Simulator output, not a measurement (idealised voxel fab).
Proc. module: voxel capacitor over wiring
For reference, the cross-section in this document is cut, with width 225 nm and square cells of 5 nm.
We lay out every cross-section as a grid of square cells and spell it out in bands from the top down, where one band means one or more rows of cells. The entry gives the band's vertical extent as a top height and a bottom height in nm, then its horizontal make-up as materials from left to right, each with a width in nm. "empty" stands for empty space; a single material marked "everywhere" fills the band edge to edge. Height reference: 0 = level under which incoming wafer is all one material. Lowest band: no bottom, runs on downward, e.g. "z 0 and below". Per-row width for "30..40": begins at first number (top row of band), ends at second number (bottom row), increment between rows held constant. Any step labelled "nothing got changed" changed none of the cells in the cross-section. In "Encapsulated voids" the enclosed voids are listed, meaning empty spaces of 8 cells or larger without any opening to the top. The form is width x height at distance, distance from the left edge, units nm. Heads up: the bit after the settings on a step's line is the simulator's remark on that step. overlay nm: step with mask; distance mask lay right of planned place; negative value = left of planned place.

### Intended process steps
1) RECEIVE: material Si
2) CONFORMAL_DEP: material SiO2, thk nm 10
3) CONFORMAL_DEP: material SiN, thk nm 5
4) DIRECTIONAL_DEP: material lowk, thk nm 25
5) DIRECTIONAL_DEP: material aC, thk nm 15
6) PATTERN: tone open, mask id METAL_1, material resist, width nm 25, pitch nm 80, thk nm 30, overlay nm 0
7) DIRECTIONAL_ETCH: etch materials aC, depth nm 15
8) STRIP: etch materials resist
9) DIRECTIONAL_ETCH: etch materials lowk, depth nm 25
10) DIRECTIONAL_ETCH: etch materials SiN, depth nm 5
11) STRIP: etch materials aC
12) CONFORMAL_DEP: material TiN, thk nm 5
13) FILL_DEP: material Ru, thk nm 5
14) CMP: height nm 40
15) EPI: material Ru, thk nm 5
16) FILL_DEP: material SiCN, thk nm 5
17) DIRECTIONAL_DEP: material lowk, thk nm 20
18) DIRECTIONAL_DEP: material aC, thk nm 10
19) PATTERN: tone open, mask id PLUG_1, material resist, width nm 15, thk nm 25, overlay nm 0
20) DIRECTIONAL_ETCH: etch materials aC, depth nm 10
21) STRIP: etch materials resist
22) DIRECTIONAL_ETCH: etch materials lowk, depth nm 20
23) DIRECTIONAL_ETCH: etch materials SiCN, depth nm 5
24) STRIP: etch materials aC
25) EPI: material Ru, thk nm 10
26) EPI: material Ru, thk nm 10
27) EPI: material Ru, thk nm 5
28) DIRECTIONAL_DEP: material TiN, thk nm 10
29) DIRECTIONAL_DEP: material HfO2, thk nm 5
30) DIRECTIONAL_DEP: material TiN, thk nm 10
31) MASKED_ETCH: tone cover, mask id UPPER_PLATE, width nm 60, etch materials TiN, depth nm 10, overlay nm 0
32) MASKED_ETCH: tone cover, mask id UPPER_PLATE, width nm 60, etch materials HfO2, depth nm 5, overlay nm 0
33) MASKED_ETCH: tone cover, mask id LOWER_PLATE, width nm 70, etch materials TiN, depth nm 10, overlay nm 0
34) FILL_DEP: material SiO2, thk nm 15
35) CMP: height nm 105
36) MASKED_ETCH: tone open, mask id PLUG_2, width nm 15, etch materials SiO2, depth nm 10, overlay nm 0
37) CONFORMAL_DEP: material TiN, thk nm 5
38) FILL_DEP: material W, thk nm 10
39) CMP: height nm 105
40) CONFORMAL_DEP: material SiCN, thk nm 5

### Shown in cross-section is the wafer as received, that is, as it stands after step 1
- z 0 and below | Si everywhere
- Encapsulated voids: none

### Module complete - cross-section of the first of two wafers, run according to plan
- z 110 to 105 | SiCN everywhere
- z 105 to 100 | 80 SiO2 / 5 TiN / 5 W / 5 TiN / 130 SiO2
- z 100 to 95 | 80 SiO2 / 15 TiN / 130 SiO2
- z 95 to 85 | 70 SiO2 / 60 TiN / 95 SiO2
- z 85 to 80 | 70 SiO2 / 60 HfO2 / 95 SiO2
- z 80 to 70 | 65 SiO2 / 70 TiN / 90 SiO2
- z 70 to 50 | 70 lowk / 15 Ru / 140 lowk
- z 50 to 45 | 70 SiCN / 15 Ru / 140 SiCN
- z 45 to 40 | 55 SiCN / 35 Ru / 45 SiCN / 35 Ru / 55 SiCN
- z 40 to 15 | 60 lowk / 5 TiN / 15 Ru / 5 TiN / 55 lowk / 5 TiN / 15 Ru / 5 TiN / 60 lowk
- z 15 to 10 | 60 SiN / 25 TiN / 55 SiN / 25 TiN / 60 SiN
- z 10 to 0 | SiO2 everywhere
- z 0 and below | Si everywhere
- Encapsulated voids: none

### Wafer two cross-section, module end. Start and plan unchanged from wafer one; one mistake made during the run
- z 110 to 105 | SiCN everywhere
- z 105 to 100 | 80 SiO2 / 5 TiN / 5 W / 5 TiN / 130 SiO2
- z 100 to 95 | 80 SiO2 / 15 TiN / 130 SiO2
- z 95 to 85 | 70 SiO2 / 60 TiN / 95 SiO2
- z 85 to 80 | 70 SiO2 / 60 HfO2 / 95 SiO2
- z 80 to 70 | 65 SiO2 / 70 TiN / 90 SiO2
- z 70 to 50 | 70 lowk / 15 Ru / 140 lowk
- z 50 to 45 | 70 SiCN / 15 Ru / 140 SiCN
- z 45 to 40 | Ru everywhere
- z 40 to 35 | 65 TiN / 15 Ru / 65 TiN / 15 Ru / 65 TiN
- z 35 to 15 | 60 lowk / 5 TiN / 15 Ru / 5 TiN / 55 lowk / 5 TiN / 15 Ru / 5 TiN / 60 lowk
- z 15 to 10 | 60 lowk / 25 TiN / 55 lowk / 25 TiN / 60 lowk
- z 10 to 0 | SiO2 everywhere
- z 0 and below | Si everywhere
- Encapsulated voids: none
The plan and the run diverged here: step 3 of the plan never got run, it was skipped over
FYI, end of process, the second wafer has more or fewer cells of some materials than the first: +31 Ru; -31 SiCN; -35 SiN; +35 TiN
